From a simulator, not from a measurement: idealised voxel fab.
Herein follows the process module entitled voxel capacitor over wiring.
Each square cell in cross-section cut measures 5 nm, and the section as a whole is 295 nm wide.
Square cells in a grid make up a cross-section in this document, and the grid is given as bands, listed from the top down, each one or more rows of cells. Read a band's entry like this: the first values are the height of its top and the height of its bottom in nm, and what follows is the sequence of materials from left to right, each with its width in nm. Note that "empty" is empty space, and that a single material marked "throughout" reaches across the band from edge to edge. Height is counted from the level 0, under which the received wafer is composed throughout of one material. The lowest of the bands is not closed at the bottom but continues downward, in the notation "0 and below". Width spec "30..40" -> top row of cells at first value, bottom row at second value, equal per-row change in between. Any step labelled "no change" changed none of the cells in the cross-section. Entry "Enclosed internal cavities" = empty spaces >= 8 cells with no open way to the top; each as width x height at distance, distance from left edge, all nm. Anything after a step's settings on that line? It's the simulator's own note about the step. overlay nm: how far to the right of its planned place the mask lay on this masked step (negative: to the left).

Set out below are the planned steps of the process
step 1: op RECEIVE | material Si
step 2: op CONFORMAL_DEP | material SiO2 | thk nm 15
step 3: op DIRECTIONAL_DEP | material TiN | thk nm 5
step 4: op DIRECTIONAL_DEP | material W | thk nm 25
step 5: op MASKED_ETCH | tone cover | mask id METAL_1 | width nm 25 | pitch nm 90 | etch materials W | depth nm 25 | overlay nm 0
step 6: op MASKED_ETCH | tone cover | mask id METAL_1 | width nm 25 | pitch nm 90 | etch materials TiN | depth nm 5 | overlay nm 0
step 7: op FILL_DEP | material SiO2 | thk nm 5
step 8: op CMP | height nm 45
step 9: op CONFORMAL_DEP | material SiCN | thk nm 5
step 10: op DIRECTIONAL_DEP | material SiO2 | thk nm 10
step 11: op PATTERN | tone open | mask id PLUG_1 | material resist | width nm 15 | thk nm 15 | overlay nm 0
step 12: op DIRECTIONAL_ETCH | etch materials SiO2 | depth nm 10
step 13: op DIRECTIONAL_ETCH | etch materials SiCN | depth nm 5
step 14: op STRIP | etch materials resist
step 15: op EPI | material Ru | thk nm 10
step 16: op EPI | material Ru | thk nm 5
step 17: op DIRECTIONAL_DEP | material TiN | thk nm 5
step 18: op DIRECTIONAL_DEP | material Al2O3 | thk nm 5
step 19: op DIRECTIONAL_DEP | material TiN | thk nm 10
step 20: op PATTERN | tone cover | mask id UPPER_PLATE | material resist | width nm 70 | thk nm 15 | overlay nm 0
step 21: op DIRECTIONAL_ETCH | etch materials TiN | depth nm 10
step 22: op DIRECTIONAL_ETCH | etch materials Al2O3 | depth nm 5
step 23: op STRIP | etch materials resist
step 24: op MASKED_ETCH | tone cover | mask id LOWER_PLATE | width nm 80 | etch materials TiN | depth nm 5 | overlay nm 0
step 25: op FILL_DEP | material SiO2 | thk nm 20
step 26: op CMP | height nm 95
step 27: op PATTERN | tone open | mask id PLUG_2 | material resist | width nm 15 | thk nm 15 | overlay nm 0
step 28: op DIRECTIONAL_ETCH | etch materials SiO2 | depth nm 15
step 29: op STRIP | etch materials resist
step 30: op CONFORMAL_DEP | material TiN | thk nm 5
step 31: op FILL_DEP | material Cu | thk nm 10
step 32: op CMP | height nm 95
step 33: op CONFORMAL_DEP | material SiCN | thk nm 5

Cross-section of the incoming wafer, state after step 1
    0 and below = Si throughout
    Enclosed internal cavities: none

Final wafer profile in cross-section after the module, from the same start and plan as above, with one mistake made during processing
    100 down to 95 = SiCN throughout
    95 down to 90 = SiO2 110; TiN 5; Cu 5; TiN 5; SiO2 170
    90 down to 85 = SiO2 110; TiN 15; SiO2 170
    85 down to 80 = SiO2 100; TiN 5; SiO2 5; TiN 60; SiO2 125
    80 down to 75 = SiO2 100; TiN 70; SiO2 125
    75 down to 70 = SiO2 100; Al2O3 5; TiN 5; Al2O3 60; SiO2 125
    70 down to 65 = Ru 105; Al2O3 5; Ru 185
    65 down to 60 = TiN 100; Ru 15; TiN 180
    60 down to 55 = SiO2 100; TiN 15; SiO2 180
    55 down to 50 = SiO2 100; Ru 15; SiO2 180
    50 down to 45 = SiCN 100; Ru 15; SiCN 180
    45 down to 20 = SiO2 90; W 25; SiO2 65; W 25; SiO2 90
    20 down to 15 = SiO2 90; TiN 25; SiO2 65; TiN 25; SiO2 90
    15 down to 0 = SiO2 throughout
    0 and below = Si throughout
    Enclosed internal cavities: none
Plan not followed: deviation from plan: step 17 and step 16 executed in one another's positions
